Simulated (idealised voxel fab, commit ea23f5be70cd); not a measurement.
process module | voxel transistor to metal
cross-section cut | 195 nm wide | cells 5 nm
A cross-section is a grid of square cells, given in bands from the top down. A band is one or more rows of cells.
Each band's line starts with the height of the band's top and of its bottom, in nm. Then come its materials from left to right, each with its width in nm. One material with "throughout" fills the band from edge to edge. "air" is empty space.
Height 0 is the level under which the wafer as received is all one material. The lowest band goes on downwards, as in "0 down".
A width such as "30 to 40" changes by the same amount from each row of cells to the next, from the band's top row to its bottom row.
"no change" after a step means that no cell of the cross-section changed.
closed voids: empty space of 8 cells or more with no open way to the top, each as width x height at its distance from the left edge, in nm
after a step's settings: what the simulator itself notes on the step
overlay nm, on a step with a mask: how far to the right of its planned place the mask lay; to the left if negative
plan
1 op RECEIVE | material Si
2 op CONFORMAL_DEP | material SiO2 | thk nm 5
3 op CONFORMAL_DEP | material SiN | thk nm 10
4 op PATTERN | tone cover | mask id ACTIVE | material resist | width nm 125 | thk nm 15 | overlay nm 0
5 op DIRECTIONAL_ETCH | etch materials SiN | depth nm 10
6 op DIRECTIONAL_ETCH | etch materials SiO2 | depth nm 5
7 op DIRECTIONAL_ETCH | etch materials Si | depth nm 20
8 op STRIP | etch materials resist
9 op OXIDIZE | depth nm 5
10 op FILL_DEP | material SiO2 | thk nm 5
11 op CMP | height nm 15
12 op SELECTIVE_ETCH | etch materials SiO2 | depth nm 10
13 op STRIP | etch materials SiN
14 op SELECTIVE_ETCH | etch materials SiO2 | depth nm 5
15 op OXIDIZE | depth nm 5
16 op DIRECTIONAL_DEP | material polySi | thk nm 30
17 op DIRECTIONAL_DEP | material SiCN | thk nm 15
18 op PATTERN | tone cover | mask id GATE | material resist | width nm 35 | thk nm 15 | overlay nm 0
19 op DIRECTIONAL_ETCH | etch materials SiCN | depth nm 25
20 op DIRECTIONAL_ETCH | etch materials polySi | depth nm 40
21 op STRIP | etch materials resist
22 op CONFORMAL_DEP | material SiO2 | thk nm 5
23 op DIRECTIONAL_ETCH | etch materials SiO2 | depth nm 5
24 op CONFORMAL_DEP | material SiN | thk nm 5
25 op DIRECTIONAL_ETCH | etch materials SiN | depth nm 5
26 op DIRECTIONAL_ETCH | etch materials SiO2 | depth nm 5
27 op DIRECTIONAL_ETCH | etch materials Si | depth nm 15
28 op EPI | material SiGe | thk nm 20
29 op FILL_DEP | material SiO2 | thk nm 5
30 op CMP | height nm 30
31 op STRIP | etch materials polySi
32 op SELECTIVE_ETCH | etch materials SiO2 | depth nm 5
33 op CONFORMAL_DEP | material HfO2 | thk nm 5
34 op CONFORMAL_DEP | material TiN | thk nm 5
35 op FILL_DEP | material W | thk nm 10
36 op CMP | height nm 25
37 op DIRECTIONAL_DEP | material SiO2 | thk nm 10
38 op DIRECTIONAL_DEP | material aC | thk nm 15
39 op PATTERN | tone open | mask id CONTACT | material resist | width nm 15 | pitch nm 90 | thk nm 30 | overlay nm 0
40 op DIRECTIONAL_ETCH | etch materials aC | depth nm 15
41 op STRIP | etch materials resist
42 op DIRECTIONAL_ETCH | etch materials SiO2 | depth nm 35
43 op STRIP | etch materials aC
44 op CONFORMAL_DEP | material TiN | thk nm 5
45 op FILL_DEP | material Ru | thk nm 5
46 op CMP | height nm 35
47 op DIRECTIONAL_DEP | material TiN | thk nm 5
48 op DIRECTIONAL_DEP | material W | thk nm 15
49 op PATTERN | tone cover | mask id METAL_1 | material resist | width nm 15 | pitch nm 90 | thk nm 15 | overlay nm 0
50 op DIRECTIONAL_ETCH | etch materials W | depth nm 15
51 op DIRECTIONAL_ETCH | etch materials TiN | depth nm 5
52 op STRIP | etch materials resist
53 op FILL_DEP | material lowk | thk nm 10
54 op CMP | height nm 55
55 op CONFORMAL_DEP | material SiN | thk nm 5
first wafer, as planned
as received, after step 1
  0 down: Si throughout
  closed voids: none
after step 2
  5 to 0: SiO2 throughout
  below 0: unchanged
after step 3
  15 to 5: SiN throughout
  below 5: unchanged
after step 4
  30 to 15: air 35 | resist 125 | air 35
  below 15: unchanged
after step 5
  30 to 15: air 35 | resist 125 | air 35
  15 to 5: air 35 | SiN 125 | air 35
  below 5: unchanged
after step 6
  30 to 15: air 35 | resist 125 | air 35
  15 to 5: air 35 | SiN 125 | air 35
  5 to 0: air 35 | SiO2 125 | air 35
  below 0: unchanged
after step 7
  30 to 15: air 35 | resist 125 | air 35
  15 to 5: air 35 | SiN 125 | air 35
  5 to 0: air 35 | SiO2 125 | air 35
  0 to -20: air 35 | Si 125 | air 35
  below -20: unchanged
after step 8
  15 to 5: air 35 | SiN 125 | air 35
  below 5: unchanged
after step 9
  15 to 5: air 35 | SiN 125 | air 35
  5 to 0: air 35 | SiO2 125 | air 35
  0 to -20: air 35 | SiO2 5 | Si 115 | SiO2 5 | air 35
  -20 to -25: SiO2 40 | Si 115 | SiO2 40
  below -25: unchanged
after step 10
  20 to 15: SiO2 throughout
  15 to 5: SiO2 35 | SiN 125 | SiO2 35
  5 to 0: SiO2 throughout
  0 to -25: SiO2 40 | Si 115 | SiO2 40
  below -25: unchanged
after step 11
  15 to 5: SiO2 35 | SiN 125 | SiO2 35
  below 5: unchanged
after step 12
  15 to 5: air 35 | SiN 125 | air 35
  below 5: unchanged
after step 13
  5 to 0: SiO2 throughout
  below 0: unchanged
after step 14
  0 to -25: SiO2 40 | Si 115 | SiO2 40
  below -25: unchanged
after step 15
  0 to -5: SiO2 throughout
  below -5: unchanged
after step 16
  30 to 0: polySi throughout
  below 0: unchanged
after step 17
  45 to 30: SiCN throughout
  below 30: unchanged
after step 18
  60 to 45: air 80 | resist 35 | air 80
  below 45: unchanged
after step 19
  60 to 45: air 80 | resist 35 | air 80
  45 to 30: air 80 | SiCN 35 | air 80
  below 30: unchanged
after step 20
  60 to 45: air 80 | resist 35 | air 80
  45 to 30: air 80 | SiCN 35 | air 80
  30 to 0: air 80 | polySi 35 | air 80
  below 0: unchanged
after step 21
  45 to 30: air 80 | SiCN 35 | air 80
  below 30: unchanged
after step 22
  50 to 45: air 75 | SiO2 45 | air 75
  45 to 30: air 75 | SiO2 5 | SiCN 35 | SiO2 5 | air 75
  30 to 5: air 75 | SiO2 5 | polySi 35 | SiO2 5 | air 75
  5 to 0: SiO2 80 | polySi 35 | SiO2 80
  below 0: unchanged
after step 23
  45 to 30: air 75 | SiO2 5 | SiCN 35 | SiO2 5 | air 75
  30 to 0: air 75 | SiO2 5 | polySi 35 | SiO2 5 | air 75
  below 0: unchanged
after step 24
  50 to 45: air 70 | SiN 55 | air 70
  45 to 30: air 70 | SiN 5 | SiO2 5 | SiCN 35 | SiO2 5 | SiN 5 | air 70
  30 to 5: air 70 | SiN 5 | SiO2 5 | polySi 35 | SiO2 5 | SiN 5 | air 70
  5 to 0: SiN 75 | SiO2 5 | polySi 35 | SiO2 5 | SiN 75
  below 0: unchanged
after step 25
  45 to 30: air 70 | SiN 5 | SiO2 5 | SiCN 35 | SiO2 5 | SiN 5 | air 70
  30 to 0: air 70 | SiN 5 | SiO2 5 | polySi 35 | SiO2 5 | SiN 5 | air 70
  below 0: unchanged
after step 26
  45 to 40: air 70 | SiN 5 | air 5 | SiCN 35 | air 5 | SiN 5 | air 70
  40 to 30: air 70 | SiN 5 | SiO2 5 | SiCN 35 | SiO2 5 | SiN 5 | air 70
  30 to 0: air 70 | SiN 5 | SiO2 5 | polySi 35 | SiO2 5 | SiN 5 | air 70
  0 to -5: air 70 | SiO2 55 | air 70
  below -5: unchanged
after step 27
  45 to 40: air 70 | SiN 5 | air 5 | SiCN 35 | air 5 | SiN 5 | air 70
  40 to 30: air 70 | SiN 5 | SiO2 5 | SiCN 35 | SiO2 5 | SiN 5 | air 70
  30 to 0: air 70 | SiN 5 | SiO2 5 | polySi 35 | SiO2 5 | SiN 5 | air 70
  0 to -5: air 70 | SiO2 55 | air 70
  -5 to -20: SiO2 40 | air 30 | Si 55 | air 30 | SiO2 40
  below -20: unchanged
after step 28
  45 to 40: air 70 | SiN 5 | air 5 | SiCN 35 | air 5 | SiN 5 | air 70
  40 to 30: air 70 | SiN 5 | SiO2 5 | SiCN 35 | SiO2 5 | SiN 5 | air 70
  30 to 15: air 70 | SiN 5 | SiO2 5 | polySi 35 | SiO2 5 | SiN 5 | air 70
  15 to 0: air 50 | SiGe 20 | SiN 5 | SiO2 5 | polySi 35 | SiO2 5 | SiN 5 | SiGe 20 | air 50
  0 to -5: air 35 | SiGe 35 | SiO2 55 | SiGe 35 | air 35
  -5 to -20: SiO2 40 | SiGe 30 | Si 55 | SiGe 30 | SiO2 40
  below -20: unchanged
after step 29
  50 to 45: SiO2 throughout
  45 to 30: SiO2 70 | SiN 5 | SiO2 5 | SiCN 35 | SiO2 5 | SiN 5 | SiO2 70
  30 to 15: SiO2 70 | SiN 5 | SiO2 5 | polySi 35 | SiO2 5 | SiN 5 | SiO2 70
  15 to 0: SiO2 50 | SiGe 20 | SiN 5 | SiO2 5 | polySi 35 | SiO2 5 | SiN 5 | SiGe 20 | SiO2 50
  0 to -5: SiO2 35 | SiGe 35 | SiO2 55 | SiGe 35 | SiO2 35
  below -5: unchanged
after step 30
  30 to 15: SiO2 70 | SiN 5 | SiO2 5 | polySi 35 | SiO2 5 | SiN 5 | SiO2 70
  below 15: unchanged
after step 31
  30 to 15: SiO2 70 | SiN 5 | SiO2 5 | air 35 | SiO2 5 | SiN 5 | SiO2 70
  15 to 0: SiO2 50 | SiGe 20 | SiN 5 | SiO2 5 | air 35 | SiO2 5 | SiN 5 | SiGe 20 | SiO2 50
  below 0: unchanged
after step 32
  30 to 25: air 70 | SiN 5 | air 45 | SiN 5 | air 70
  25 to 15: SiO2 70 | SiN 5 | air 45 | SiN 5 | SiO2 70
  15 to 0: SiO2 50 | SiGe 20 | SiN 5 | air 45 | SiN 5 | SiGe 20 | SiO2 50
  0 to -5: SiO2 35 | SiGe 35 | SiO2 5 | air 45 | SiO2 5 | SiGe 35 | SiO2 35
  below -5: unchanged
after step 33
  35 to 30: air 65 | HfO2 15 | air 35 | HfO2 15 | air 65
  30 to 25: HfO2 70 | SiN 5 | HfO2 5 | air 35 | HfO2 5 | SiN 5 | HfO2 70
  25 to 15: SiO2 70 | SiN 5 | HfO2 5 | air 35 | HfO2 5 | SiN 5 | SiO2 70
  15 to 0: SiO2 50 | SiGe 20 | SiN 5 | HfO2 5 | air 35 | HfO2 5 | SiN 5 | SiGe 20 | SiO2 50
  0 to -5: SiO2 35 | SiGe 35 | SiO2 5 | HfO2 45 | SiO2 5 | SiGe 35 | SiO2 35
  below -5: unchanged
after step 34
  40 to 35: air 60 | TiN 25 | air 25 | TiN 25 | air 60
  35 to 30: TiN 65 | HfO2 15 | TiN 5 | air 25 | TiN 5 | HfO2 15 | TiN 65
  30 to 25: HfO2 70 | SiN 5 | HfO2 5 | TiN 5 | air 25 | TiN 5 | HfO2 5 | SiN 5 | HfO2 70
  25 to 15: SiO2 70 | SiN 5 | HfO2 5 | TiN 5 | air 25 | TiN 5 | HfO2 5 | SiN 5 | SiO2 70
  15 to 5: SiO2 50 | SiGe 20 | SiN 5 | HfO2 5 | TiN 5 | air 25 | TiN 5 | HfO2 5 | SiN 5 | SiGe 20 | SiO2 50
  5 to 0: SiO2 50 | SiGe 20 | SiN 5 | HfO2 5 | TiN 35 | HfO2 5 | SiN 5 | SiGe 20 | SiO2 50
  below 0: unchanged
after step 35
  50 to 40: W throughout
  40 to 35: W 60 | TiN 25 | W 25 | TiN 25 | W 60
  35 to 30: TiN 65 | HfO2 15 | TiN 5 | W 25 | TiN 5 | HfO2 15 | TiN 65
  30 to 25: HfO2 70 | SiN 5 | HfO2 5 | TiN 5 | W 25 | TiN 5 | HfO2 5 | SiN 5 | HfO2 70
  25 to 15: SiO2 70 | SiN 5 | HfO2 5 | TiN 5 | W 25 | TiN 5 | HfO2 5 | SiN 5 | SiO2 70
  15 to 5: SiO2 50 | SiGe 20 | SiN 5 | HfO2 5 | TiN 5 | W 25 | TiN 5 | HfO2 5 | SiN 5 | SiGe 20 | SiO2 50
  below 5: unchanged
after step 36
  25 to 15: SiO2 70 | SiN 5 | HfO2 5 | TiN 5 | W 25 | TiN 5 | HfO2 5 | SiN 5 | SiO2 70
  below 15: unchanged
after step 37
  35 to 25: SiO2 throughout
  below 25: unchanged
after step 38
  50 to 35: aC throughout
  below 35: unchanged
after step 39
  80 to 50: resist 45 | air 15 | resist 75 | air 15 | resist 45
  below 50: unchanged
after step 40
  65 to 50: resist 45 | air 15 | resist 75 | air 15 | resist 45
  50 to 35: aC 45 | air 15 | aC 75 | air 15 | aC 45
  below 35: unchanged
after step 41
  50 to 35: aC 45 | air 15 | aC 75 | air 15 | aC 45
  below 35: unchanged
after step 42
  50 to 35: aC 45 | air 15 | aC 75 | air 15 | aC 45
  35 to 25: SiO2 45 | air 15 | SiO2 75 | air 15 | SiO2 45
  25 to 15: SiO2 45 | air 15 | SiO2 10 | SiN 5 | HfO2 5 | TiN 5 | W 25 | TiN 5 | HfO2 5 | SiN 5 | SiO2 10 | air 15 | SiO2 45
  15 to 5: SiO2 45 | air 5 | SiGe 20 | SiN 5 | HfO2 5 | TiN 5 | W 25 | TiN 5 | HfO2 5 | SiN 5 | SiGe 20 | air 5 | SiO2 45
  5 to 0: SiO2 45 | air 5 | SiGe 20 | SiN 5 | HfO2 5 | TiN 35 | HfO2 5 | SiN 5 | SiGe 20 | air 5 | SiO2 45
  below 0: unchanged
after step 43
  35 to 25: SiO2 45 | air 15 | SiO2 75 | air 15 | SiO2 45
  below 25: unchanged
after step 44
  40 to 35: TiN 50 | air 5 | TiN 85 | air 5 | TiN 50
  35 to 25: SiO2 45 | TiN 5 | air 5 | TiN 5 | SiO2 75 | TiN 5 | air 5 | TiN 5 | SiO2 45
  25 to 20: SiO2 45 | TiN 5 | air 5 | TiN 5 | SiO2 10 | SiN 5 | HfO2 5 | TiN 5 | W 25 | TiN 5 | HfO2 5 | SiN 5 | SiO2 10 | TiN 5 | air 5 | TiN 5 | SiO2 45
  20 to 15: SiO2 45 | TiN 15 | SiO2 10 | SiN 5 | HfO2 5 | TiN 5 | W 25 | TiN 5 | HfO2 5 | SiN 5 | SiO2 10 | TiN 15 | SiO2 45
  15 to 5: SiO2 45 | TiN 5 | SiGe 20 | SiN 5 | HfO2 5 | TiN 5 | W 25 | TiN 5 | HfO2 5 | SiN 5 | SiGe 20 | TiN 5 | SiO2 45
  5 to 0: SiO2 45 | TiN 5 | SiGe 20 | SiN 5 | HfO2 5 | TiN 35 | HfO2 5 | SiN 5 | SiGe 20 | TiN 5 | SiO2 45
  below 0: unchanged
after step 45
  45 to 40: Ru throughout
  40 to 35: TiN 50 | Ru 5 | TiN 85 | Ru 5 | TiN 50
  35 to 25: SiO2 45 | TiN 5 | Ru 5 | TiN 5 | SiO2 75 | TiN 5 | Ru 5 | TiN 5 | SiO2 45
  25 to 20: SiO2 45 | TiN 5 | Ru 5 | TiN 5 | SiO2 10 | SiN 5 | HfO2 5 | TiN 5 | W 25 | TiN 5 | HfO2 5 | SiN 5 | SiO2 10 | TiN 5 | Ru 5 | TiN 5 | SiO2 45
  below 20: unchanged
after step 46
  35 to 25: SiO2 45 | TiN 5 | Ru 5 | TiN 5 | SiO2 75 | TiN 5 | Ru 5 | TiN 5 | SiO2 45
  below 25: unchanged
after step 47
  40 to 35: TiN throughout
  below 35: unchanged
after step 48
  55 to 40: W throughout
  below 40: unchanged
after step 49
  70 to 55: air 45 | resist 15 | air 75 | resist 15 | air 45
  below 55: unchanged
after step 50
  70 to 55: air 45 | resist 15 | air 75 | resist 15 | air 45
  55 to 40: air 45 | W 15 | air 75 | W 15 | air 45
  below 40: unchanged
after step 51
  70 to 55: air 45 | resist 15 | air 75 | resist 15 | air 45
  55 to 40: air 45 | W 15 | air 75 | W 15 | air 45
  40 to 35: air 45 | TiN 15 | air 75 | TiN 15 | air 45
  below 35: unchanged
after step 52
  55 to 40: air 45 | W 15 | air 75 | W 15 | air 45
  below 40: unchanged
after step 53
  65 to 55: lowk throughout
  55 to 40: lowk 45 | W 15 | lowk 75 | W 15 | lowk 45
  40 to 35: lowk 45 | TiN 15 | lowk 75 | TiN 15 | lowk 45
  below 35: unchanged
after step 54
  55 to 40: lowk 45 | W 15 | lowk 75 | W 15 | lowk 45
  below 40: unchanged
after step 55
  60 to 55: SiN throughout
  below 55: unchanged
second wafer: like start, like plan, one mistake. Through step 6 it matches the first wafer
when step 7 should have ended
  30 to 15: air 35 | resist 125 | air 35
  15 to 5: air 35 | SiN 125 | air 35
  5 to 0: air 35 | SiO2 125 | air 35
  0 to -40: air 35 | Si 125 | air 35
  below -40: unchanged
when step 8 should have ended
  15 to 5: air 35 | SiN 125 | air 35
  below 5: unchanged
when step 9 should have ended
  15 to 5: air 35 | SiN 125 | air 35
  5 to 0: air 35 | SiO2 125 | air 35
  0 to -40: air 35 | SiO2 5 | Si 115 | SiO2 5 | air 35
  -40 to -45: SiO2 40 | Si 115 | SiO2 40
  below -45: unchanged
when step 10 should have ended
  20 to 15: SiO2 throughout
  15 to 5: SiO2 35 | SiN 125 | SiO2 35
  5 to 0: SiO2 throughout
  0 to -45: SiO2 40 | Si 115 | SiO2 40
  below -45: unchanged
when step 11 should have ended
  15 to 5: SiO2 35 | SiN 125 | SiO2 35
  below 5: unchanged
when step 12 should have ended
  15 to 5: air 35 | SiN 125 | air 35
  below 5: unchanged
when step 13 should have ended
  5 to 0: SiO2 throughout
  below 0: unchanged
when step 14 should have ended
  0 to -45: SiO2 40 | Si 115 | SiO2 40
  below -45: unchanged
when step 15 should have ended
  0 to -5: SiO2 throughout
  below -5: unchanged
when step 16 should have ended
  30 to 0: polySi throughout
  below 0: unchanged
when step 17 should have ended
  45 to 30: SiCN throughout
  below 30: unchanged
when step 18 should have ended
  60 to 45: air 80 | resist 35 | air 80
  below 45: unchanged
when step 19 should have ended
  60 to 45: air 80 | resist 35 | air 80
  45 to 30: air 80 | SiCN 35 | air 80
  below 30: unchanged
when step 20 should have ended
  60 to 45: air 80 | resist 35 | air 80
  45 to 30: air 80 | SiCN 35 | air 80
  30 to 0: air 80 | polySi 35 | air 80
  below 0: unchanged
when step 21 should have ended
  45 to 30: air 80 | SiCN 35 | air 80
  below 30: unchanged
when step 22 should have ended
  50 to 45: air 75 | SiO2 45 | air 75
  45 to 30: air 75 | SiO2 5 | SiCN 35 | SiO2 5 | air 75
  30 to 5: air 75 | SiO2 5 | polySi 35 | SiO2 5 | air 75
  5 to 0: SiO2 80 | polySi 35 | SiO2 80
  below 0: unchanged
when step 23 should have ended
  45 to 30: air 75 | SiO2 5 | SiCN 35 | SiO2 5 | air 75
  30 to 0: air 75 | SiO2 5 | polySi 35 | SiO2 5 | air 75
  below 0: unchanged
when step 24 should have ended
  50 to 45: air 70 | SiN 55 | air 70
  45 to 30: air 70 | SiN 5 | SiO2 5 | SiCN 35 | SiO2 5 | SiN 5 | air 70
  30 to 5: air 70 | SiN 5 | SiO2 5 | polySi 35 | SiO2 5 | SiN 5 | air 70
  5 to 0: SiN 75 | SiO2 5 | polySi 35 | SiO2 5 | SiN 75
  below 0: unchanged
when step 25 should have ended
  45 to 30: air 70 | SiN 5 | SiO2 5 | SiCN 35 | SiO2 5 | SiN 5 | air 70
  30 to 0: air 70 | SiN 5 | SiO2 5 | polySi 35 | SiO2 5 | SiN 5 | air 70
  below 0: unchanged
when step 26 should have ended
  45 to 40: air 70 | SiN 5 | air 5 | SiCN 35 | air 5 | SiN 5 | air 70
  40 to 30: air 70 | SiN 5 | SiO2 5 | SiCN 35 | SiO2 5 | SiN 5 | air 70
  30 to 0: air 70 | SiN 5 | SiO2 5 | polySi 35 | SiO2 5 | SiN 5 | air 70
  0 to -5: air 70 | SiO2 55 | air 70
  below -5: unchanged
when step 27 should have ended
  45 to 40: air 70 | SiN 5 | air 5 | SiCN 35 | air 5 | SiN 5 | air 70
  40 to 30: air 70 | SiN 5 | SiO2 5 | SiCN 35 | SiO2 5 | SiN 5 | air 70
  30 to 0: air 70 | SiN 5 | SiO2 5 | polySi 35 | SiO2 5 | SiN 5 | air 70
  0 to -5: air 70 | SiO2 55 | air 70
  -5 to -20: SiO2 40 | air 30 | Si 55 | air 30 | SiO2 40
  below -20: unchanged
when step 28 should have ended
  45 to 40: air 70 | SiN 5 | air 5 | SiCN 35 | air 5 | SiN 5 | air 70
  40 to 30: air 70 | SiN 5 | SiO2 5 | SiCN 35 | SiO2 5 | SiN 5 | air 70
  30 to 15: air 70 | SiN 5 | SiO2 5 | polySi 35 | SiO2 5 | SiN 5 | air 70
  15 to 0: air 50 | SiGe 20 | SiN 5 | SiO2 5 | polySi 35 | SiO2 5 | SiN 5 | SiGe 20 | air 50
  0 to -5: air 35 | SiGe 35 | SiO2 55 | SiGe 35 | air 35
  -5 to -20: SiO2 40 | SiGe 30 | Si 55 | SiGe 30 | SiO2 40
  below -20: unchanged
when step 29 should have ended
  50 to 45: SiO2 throughout
  45 to 30: SiO2 70 | SiN 5 | SiO2 5 | SiCN 35 | SiO2 5 | SiN 5 | SiO2 70
  30 to 15: SiO2 70 | SiN 5 | SiO2 5 | polySi 35 | SiO2 5 | SiN 5 | SiO2 70
  15 to 0: SiO2 50 | SiGe 20 | SiN 5 | SiO2 5 | polySi 35 | SiO2 5 | SiN 5 | SiGe 20 | SiO2 50
  0 to -5: SiO2 35 | SiGe 35 | SiO2 55 | SiGe 35 | SiO2 35
  below -5: unchanged
when step 30 should have ended
  30 to 15: SiO2 70 | SiN 5 | SiO2 5 | polySi 35 | SiO2 5 | SiN 5 | SiO2 70
  below 15: unchanged
when step 31 should have ended
  30 to 15: SiO2 70 | SiN 5 | SiO2 5 | air 35 | SiO2 5 | SiN 5 | SiO2 70
  15 to 0: SiO2 50 | SiGe 20 | SiN 5 | SiO2 5 | air 35 | SiO2 5 | SiN 5 | SiGe 20 | SiO2 50
  below 0: unchanged
when step 32 should have ended
  30 to 25: air 70 | SiN 5 | air 45 | SiN 5 | air 70
  25 to 15: SiO2 70 | SiN 5 | air 45 | SiN 5 | SiO2 70
  15 to 0: SiO2 50 | SiGe 20 | SiN 5 | air 45 | SiN 5 | SiGe 20 | SiO2 50
  0 to -5: SiO2 35 | SiGe 35 | SiO2 5 | air 45 | SiO2 5 | SiGe 35 | SiO2 35
  below -5: unchanged
when step 33 should have ended
  35 to 30: air 65 | HfO2 15 | air 35 | HfO2 15 | air 65
  30 to 25: HfO2 70 | SiN 5 | HfO2 5 | air 35 | HfO2 5 | SiN 5 | HfO2 70
  25 to 15: SiO2 70 | SiN 5 | HfO2 5 | air 35 | HfO2 5 | SiN 5 | SiO2 70
  15 to 0: SiO2 50 | SiGe 20 | SiN 5 | HfO2 5 | air 35 | HfO2 5 | SiN 5 | SiGe 20 | SiO2 50
  0 to -5: SiO2 35 | SiGe 35 | SiO2 5 | HfO2 45 | SiO2 5 | SiGe 35 | SiO2 35
  below -5: unchanged
when step 34 should have ended
  40 to 35: air 60 | TiN 25 | air 25 | TiN 25 | air 60
  35 to 30: TiN 65 | HfO2 15 | TiN 5 | air 25 | TiN 5 | HfO2 15 | TiN 65
  30 to 25: HfO2 70 | SiN 5 | HfO2 5 | TiN 5 | air 25 | TiN 5 | HfO2 5 | SiN 5 | HfO2 70
  25 to 15: SiO2 70 | SiN 5 | HfO2 5 | TiN 5 | air 25 | TiN 5 | HfO2 5 | SiN 5 | SiO2 70
  15 to 5: SiO2 50 | SiGe 20 | SiN 5 | HfO2 5 | TiN 5 | air 25 | TiN 5 | HfO2 5 | SiN 5 | SiGe 20 | SiO2 50
  5 to 0: SiO2 50 | SiGe 20 | SiN 5 | HfO2 5 | TiN 35 | HfO2 5 | SiN 5 | SiGe 20 | SiO2 50
  below 0: unchanged
when step 35 should have ended
  50 to 40: W throughout
  40 to 35: W 60 | TiN 25 | W 25 | TiN 25 | W 60
  35 to 30: TiN 65 | HfO2 15 | TiN 5 | W 25 | TiN 5 | HfO2 15 | TiN 65
  30 to 25: HfO2 70 | SiN 5 | HfO2 5 | TiN 5 | W 25 | TiN 5 | HfO2 5 | SiN 5 | HfO2 70
  25 to 15: SiO2 70 | SiN 5 | HfO2 5 | TiN 5 | W 25 | TiN 5 | HfO2 5 | SiN 5 | SiO2 70
  15 to 5: SiO2 50 | SiGe 20 | SiN 5 | HfO2 5 | TiN 5 | W 25 | TiN 5 | HfO2 5 | SiN 5 | SiGe 20 | SiO2 50
  below 5: unchanged
when step 36 should have ended
  25 to 15: SiO2 70 | SiN 5 | HfO2 5 | TiN 5 | W 25 | TiN 5 | HfO2 5 | SiN 5 | SiO2 70
  below 15: unchanged
when step 37 should have ended
  35 to 25: SiO2 throughout
  below 25: unchanged
when step 38 should have ended
  50 to 35: aC throughout
  below 35: unchanged
when step 39 should have ended
  80 to 50: resist 45 | air 15 | resist 75 | air 15 | resist 45
  below 50: unchanged
when step 40 should have ended
  65 to 50: resist 45 | air 15 | resist 75 | air 15 | resist 45
  50 to 35: aC 45 | air 15 | aC 75 | air 15 | aC 45
  below 35: unchanged
when step 41 should have ended
  50 to 35: aC 45 | air 15 | aC 75 | air 15 | aC 45
  below 35: unchanged
when step 42 should have ended
  50 to 35: aC 45 | air 15 | aC 75 | air 15 | aC 45
  35 to 25: SiO2 45 | air 15 | SiO2 75 | air 15 | SiO2 45
  25 to 15: SiO2 45 | air 15 | SiO2 10 | SiN 5 | HfO2 5 | TiN 5 | W 25 | TiN 5 | HfO2 5 | SiN 5 | SiO2 10 | air 15 | SiO2 45
  15 to 5: SiO2 45 | air 5 | SiGe 20 | SiN 5 | HfO2 5 | TiN 5 | W 25 | TiN 5 | HfO2 5 | SiN 5 | SiGe 20 | air 5 | SiO2 45
  5 to 0: SiO2 45 | air 5 | SiGe 20 | SiN 5 | HfO2 5 | TiN 35 | HfO2 5 | SiN 5 | SiGe 20 | air 5 | SiO2 45
  below 0: unchanged
when step 43 should have ended
  35 to 25: SiO2 45 | air 15 | SiO2 75 | air 15 | SiO2 45
  below 25: unchanged
when step 44 should have ended
  40 to 35: TiN 50 | air 5 | TiN 85 | air 5 | TiN 50
  35 to 25: SiO2 45 | TiN 5 | air 5 | TiN 5 | SiO2 75 | TiN 5 | air 5 | TiN 5 | SiO2 45
  25 to 20: SiO2 45 | TiN 5 | air 5 | TiN 5 | SiO2 10 | SiN 5 | HfO2 5 | TiN 5 | W 25 | TiN 5 | HfO2 5 | SiN 5 | SiO2 10 | TiN 5 | air 5 | TiN 5 | SiO2 45
  20 to 15: SiO2 45 | TiN 15 | SiO2 10 | SiN 5 | HfO2 5 | TiN 5 | W 25 | TiN 5 | HfO2 5 | SiN 5 | SiO2 10 | TiN 15 | SiO2 45
  15 to 5: SiO2 45 | TiN 5 | SiGe 20 | SiN 5 | HfO2 5 | TiN 5 | W 25 | TiN 5 | HfO2 5 | SiN 5 | SiGe 20 | TiN 5 | SiO2 45
  5 to 0: SiO2 45 | TiN 5 | SiGe 20 | SiN 5 | HfO2 5 | TiN 35 | HfO2 5 | SiN 5 | SiGe 20 | TiN 5 | SiO2 45
  below 0: unchanged
when step 45 should have ended
  45 to 40: Ru throughout
  40 to 35: TiN 50 | Ru 5 | TiN 85 | Ru 5 | TiN 50
  35 to 25: SiO2 45 | TiN 5 | Ru 5 | TiN 5 | SiO2 75 | TiN 5 | Ru 5 | TiN 5 | SiO2 45
  25 to 20: SiO2 45 | TiN 5 | Ru 5 | TiN 5 | SiO2 10 | SiN 5 | HfO2 5 | TiN 5 | W 25 | TiN 5 | HfO2 5 | SiN 5 | SiO2 10 | TiN 5 | Ru 5 | TiN 5 | SiO2 45
  below 20: unchanged
when step 46 should have ended
  35 to 25: SiO2 45 | TiN 5 | Ru 5 | TiN 5 | SiO2 75 | TiN 5 | Ru 5 | TiN 5 | SiO2 45
  below 25: unchanged
when step 47 should have ended
  40 to 35: TiN throughout
  below 35: unchanged
when step 48 should have ended
  55 to 40: W throughout
  below 40: unchanged
when step 49 should have ended
  70 to 55: air 45 | resist 15 | air 75 | resist 15 | air 45
  below 55: unchanged
when step 50 should have ended
  70 to 55: air 45 | resist 15 | air 75 | resist 15 | air 45
  55 to 40: air 45 | W 15 | air 75 | W 15 | air 45
  below 40: unchanged
when step 51 should have ended
  70 to 55: air 45 | resist 15 | air 75 | resist 15 | air 45
  55 to 40: air 45 | W 15 | air 75 | W 15 | air 45
  40 to 35: air 45 | TiN 15 | air 75 | TiN 15 | air 45
  below 35: unchanged
when step 52 should have ended
  55 to 40: air 45 | W 15 | air 75 | W 15 | air 45
  below 40: unchanged
when step 53 should have ended
  65 to 55: lowk throughout
  55 to 40: lowk 45 | W 15 | lowk 75 | W 15 | lowk 45
  40 to 35: lowk 45 | TiN 15 | lowk 75 | TiN 15 | lowk 45
  below 35: unchanged
when step 54 should have ended
  55 to 40: lowk 45 | W 15 | lowk 75 | W 15 | lowk 45
  below 40: unchanged
when step 55 should have ended
  60 to 55: SiN throughout
  below 55: unchanged
what went wrong: step 7 was run twice
at the end the second wafer has, in cells: 64 fewer of Si | 64 more of SiO2
